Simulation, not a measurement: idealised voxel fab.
The following process module bears the name voxel fin reveal.
For reference, the cross-section in this document is cut, with width 190 nm and square cells of 5 nm.
For the purposes of this document, a cross-section shall be understood as a grid of square cells, specified as bands listed in top-to-bottom order, each band consisting of one or more rows of cells.
In this notation a band is specified by the heights of its top and bottom, in that order and in nm, after which its materials appear from left to right, each paired with its width in nm. The word "throughout" attached to a single material means that material fills the band from edge to edge; the word "air" stands for empty space.
Below 0: as-received wafer, all one material; heights counted from there. Lowest band: no bottom, goes on down, written "0 nm and below".
Per-row width for "30->40": begins at first number (top row of band), ends at second number (bottom row), increment between rows held constant.
It should be understood that the words "no modification", when stated for a given step, signify that the cross-section underwent no change in any of its cells during that step.
"Closed internal voids" specifies each empty space that is not open to the top and that occupies no fewer than 8 cells, using the form width x height at distance, the distance measured from the left edge and all three quantities in nm.
Whatever follows a step's settings on its line is a remark the simulator itself makes about that step.
For masked steps, "overlay nm" on the step line gives how far right of plan the mask actually lay; a minus sign means it lay to the left.
So here's the lineup of process steps we planned
- 1: RECEIVE: material Si
- 2: CONFORMAL_DEP: material SiN, thk nm 5
- 3: MASKED_ETCH: tone cover, mask id FINS, width nm 15, pitch nm 45, etch materials SiN, depth nm 5, overlay nm 0
- 4: MASKED_ETCH: tone cover, mask id FINS, width nm 15, pitch nm 45, etch materials Si, depth nm 40, overlay nm 0
- 5: FILL_DEP: material SiO2, thk nm 15
- 6: CMP: height nm 5
- 7: SELECTIVE_ETCH: etch materials SiO2, depth nm 35
- 8: STRIP: etch materials SiN
Concerning the first of two wafers, which was run in accordance with the plan
Cross-section of the wafer upon arrival, representing the state reached after step 1
  0 nm and below = Si throughout
  Closed internal voids: none
The following cross-section depicts the wafer upon completion of step 2
  5 nm to 0 nm = SiN throughout
  Below 0, no change.
The following cross-section depicts the wafer upon completion of step 3
  5 nm to 0 nm = air: 65  SiN: 15  air: 30  SiN: 15  air: 65
  Below 0, no change.
The following cross-section depicts the wafer upon completion of step 4
  5 nm to 0 nm = air: 65  SiN: 15  air: 30  SiN: 15  air: 65
  0 nm to -40 nm = air: 65  Si: 15  air: 30  Si: 15  air: 65
  Below -40, no change.
The following cross-section depicts the wafer upon completion of step 5
  20 nm to 5 nm = SiO2 throughout
  5 nm to 0 nm = SiO2: 65  SiN: 15  SiO2: 30  SiN: 15  SiO2: 65
  0 nm to -40 nm = SiO2: 65  Si: 15  SiO2: 30  Si: 15  SiO2: 65
  Below -40, no change.
The following cross-section depicts the wafer upon completion of step 6
  5 nm to 0 nm = SiO2: 65  SiN: 15  SiO2: 30  SiN: 15  SiO2: 65
  Below 0, no change.
The following cross-section depicts the wafer upon completion of step 7
  5 nm to 0 nm = air: 65  SiN: 15  air: 30  SiN: 15  air: 65
  0 nm to -30 nm = air: 65  Si: 15  air: 30  Si: 15  air: 65
  Below -30, no change.
The following cross-section depicts the wafer upon completion of step 8
  0 nm to -30 nm = air: 65  Si: 15  air: 30  Si: 15  air: 65
  Below -30, no change.
Second of two: same start, same plan, one run error; steps up to and including 6 match the first
Planned end of step 7: second wafer, cross-section
  5 nm to 0 nm = SiO2: 65  air: 15  SiO2: 30  air: 15  SiO2: 65
  Below 0, no change.
Planned end of step 8: second wafer, cross-section
  0 nm to -30 nm = air: 65  Si: 15  air: 30  Si: 15  air: 65
  -30 nm to -35 nm = SiO2: 30  air: 35  Si: 15  air: 30  Si: 15  air: 35  SiO2: 30
  Below -35, no change.
So what did we get wrong on this run? mixed up steps 7 and 8 - ran each in the other's place
Final wafer comparison in cells, second versus first, more or fewer per material: SiO2: 20 fewer
